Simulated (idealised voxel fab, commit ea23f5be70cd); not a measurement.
Process module name: voxel released beams
FYI the section here is cut, 145 nm wide, cells are 5 nm squares.
We lay out every cross-section as a grid of square cells and spell it out in bands from the top down, where one band means one or more rows of cells. Read a band's entry like this: the first values are the height of its top and the height of its bottom in nm, and what follows is the sequence of materials from left to right, each with its width in nm. Note that "empty" is empty space, and that a single material marked "all across" reaches across the band from edge to edge. The level at which height equals 0 is the one under which the wafer, as it arrives, is entirely one material. No lower edge exists for the bottom band, which continues downward and is notated as in "z 0 and below". Width "30 to 40": first value at the band's top row of cells, second value at its bottom row, equal change from row to row. Basically "same as before" means that step didn't change any cell in the cross-section. You'll see "Closed void table" listing empty spaces that have no way open to the top, as long as they're 8 cells or more; the notation is width x height at distance, where the distance is from the left edge, and all of it is in nm. Note: text after step settings on the step line = simulator remark on that step. The line of a step may include "overlay nm". On a step with a mask, this value is how far to the right of its planned place the mask lay. A negative value means the mask lay to the left.
## Here's what the planned process steps look like
| 1 | RECEIVE,material Si |
| 2 | CONFORMAL_DEP,material Al2O3,thk nm 5 |
| 3 | DIRECTIONAL_DEP,material SiO2,thk nm 15 |
| 4 | DIRECTIONAL_DEP,material aC,thk nm 10 |
| 5 | PATTERN,tone open,mask id ANCHOR,material resist,width nm 20,thk nm 30,overlay nm 0 |
| 6 | DIRECTIONAL_ETCH,etch materials aC,depth nm 10 |
| 7 | STRIP,etch materials resist |
| 8 | DIRECTIONAL_ETCH,etch materials SiO2,depth nm 15 |
| 9 | STRIP,etch materials aC |
| 10 | CONFORMAL_DEP,material SiN,thk nm 10 |
| 11 | DIRECTIONAL_DEP,material aC,thk nm 15 |
| 12 | PATTERN,tone cover,mask id BEAM,material resist,width nm 90,thk nm 35,overlay nm 0 |
| 13 | DIRECTIONAL_ETCH,etch materials aC,depth nm 15 |
| 14 | STRIP,etch materials resist |
| 15 | DIRECTIONAL_ETCH,etch materials SiN,depth nm 10 |
| 16 | STRIP,etch materials aC |
| 17 | STRIP,etch materials SiO2 |
Split variable: width nm, step 5. Plan value = first wafer. Wafers start alike.
## First of several wafers (as received, post step 1), cross-sectional view
	z 0 and below: Si all across
	Closed void table: none
## The following table contains a row per wafer, in which are reported, at the conclusion of the module, the cells of each material gained (+) or lost (-) since the wafer's receipt, with its closed voids given thereafter
width nm 20, +29 Al2O3, +48 SiN, Closed void table: none
width nm 25, +29 Al2O3, +48 SiN, Closed void table: none
width nm 30, +29 Al2O3, +48 SiN, Closed void table: none
width nm 35, +29 Al2O3, +48 SiN, Closed void table: none
width nm 40, +29 Al2O3, +48 SiN, Closed void table: none
width nm 45, +29 Al2O3, +48 SiN, Closed void table: none
